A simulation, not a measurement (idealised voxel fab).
voxel wiring stack: a process module
For reference, the cross-section in this document is cut, with width 145 nm and square cells of 5 nm.
Cross-section format: a grid of square cells, given as bands from top to bottom; each band is one or more rows of cells.
Top, bottom (nm), then materials left to right with widths (nm); lone material tagged "full width" fills the whole band edge to edge; "air" = empty space.
Below 0: as-received wafer, all one material; heights counted from there. Lowest band: no bottom, goes on down, written "0 -> down".
It should be noted that a width expressed as "30->40" varies in equal increments from row to row of cells within the band, taking the value of the first number at the top row and that of the second number at the bottom row.
You'll sometimes find "stayed the same" written for a step, and that's the way of saying that nowhere in the cross-section did a cell change during that step.
What "Closed internal cavities" gives you is every empty space of 8 cells or more that is cut off from the top. Each appears as width x height at distance, with the distance taken from the left edge and width, height and distance all in nm.
Note: text after step settings on the step line = simulator remark on that step.
On any step carrying a mask, the "overlay nm" setting, if present on the step's line, tells how far right of its planned place the mask lay; negative values point to the left.

Process steps - plan
1: RECEIVE: material Si
2: CONFORMAL_DEP: material SiO2, thk nm 15
3: DIRECTIONAL_DEP: material TiN, thk nm 5
4: DIRECTIONAL_DEP: material W, thk nm 15
5: MASKED_ETCH: tone cover, mask id METAL_1, width nm 20, pitch nm 45, etch materials W, depth nm 15, overlay nm 0
6: MASKED_ETCH: tone cover, mask id METAL_1, width nm 20, pitch nm 45, etch materials TiN, depth nm 5, overlay nm 0
7: FILL_DEP: material lowk, thk nm 5
8: CMP: height nm 35
9: CONFORMAL_DEP: material SiCN, thk nm 5
10: DIRECTIONAL_DEP: material lowk, thk nm 15
11: DIRECTIONAL_DEP: material aC, thk nm 15
12: PATTERN: tone open, mask id PLUG_1, material resist, width nm 15, thk nm 30, overlay nm 0
13: DIRECTIONAL_ETCH: etch materials aC, depth nm 15
14: STRIP: etch materials resist
15: DIRECTIONAL_ETCH: etch materials lowk, depth nm 15
16: DIRECTIONAL_ETCH: etch materials SiCN, depth nm 5
17: STRIP: etch materials aC
18: CONFORMAL_DEP: material TiN, thk nm 5
19: FILL_DEP: material Ru, thk nm 5
20: CMP: height nm 55
21: CONFORMAL_DEP: material SiN, thk nm 5
22: DIRECTIONAL_DEP: material SiO2, thk nm 15
23: PATTERN: tone open, mask id METAL_2, material resist, width nm 20, pitch nm 45, thk nm 20, overlay nm 0
24: DIRECTIONAL_ETCH: etch materials SiO2, depth nm 15
25: DIRECTIONAL_ETCH: etch materials SiN, depth nm 5
26: STRIP: etch materials resist
27: CONFORMAL_DEP: material TiN, thk nm 5
28: FILL_DEP: material Ru, thk nm 10
29: CMP: height nm 75
30: CONFORMAL_DEP: material SiN, thk nm 5

As-received wafer cross-section (after step 1)
  0 -> down | Si full width
  Closed internal cavities: none

Here's the cross-section of the first of our two wafers at the end of the module - it ran as planned
  80 -> 75 | SiN full width
  75 -> 60 | SiO2: 40; TiN: 5; Ru: 10; TiN: 5; SiO2: 25; TiN: 5; Ru: 10; TiN: 5; SiO2: 40
  60 -> 55 | SiN: 40; TiN: 20; SiN: 25; TiN: 20; SiN: 40
  55 -> 40 | lowk: 40; TiN: 5; Ru: 5; TiN: 5; lowk: 90
  40 -> 35 | SiCN: 40; TiN: 15; SiCN: 90
  35 -> 20 | lowk: 40; W: 20; lowk: 25; W: 20; lowk: 40
  20 -> 15 | lowk: 40; TiN: 20; lowk: 25; TiN: 20; lowk: 40
  15 -> 0 | SiO2 full width
  0 -> down | Si full width
  Closed internal cavities: none

End of module, second wafer, cross-section. Started like the first, planned like the first, run with one mistake
  80 -> 75 | SiN full width
  75 -> 60 | SiO2: 40; TiN: 5; Ru: 10; TiN: 5; SiO2: 25; TiN: 5; Ru: 10; TiN: 5; SiO2: 40
  60 -> 55 | SiN: 40; TiN: 20; SiN: 25; TiN: 20; SiN: 40
  55 -> 40 | lowk: 40; TiN: 5; Ru: 5; TiN: 5; lowk: 90
  40 -> 35 | SiCN: 40; TiN: 15; SiCN: 90
  35 -> 20 | SiN full width
  20 -> 15 | TiN full width
  15 -> 0 | SiO2 full width
  0 -> down | Si full width
  Closed internal cavities: none
Want to know what went wrong? not per plan at step 4, really ran DIRECTIONAL_DEP: material SiN, thk nm 15
At the finish, the second wafer shows more or fewer cells for some materials than the first does: SiN +87, TiN +21, W -24, lowk -84
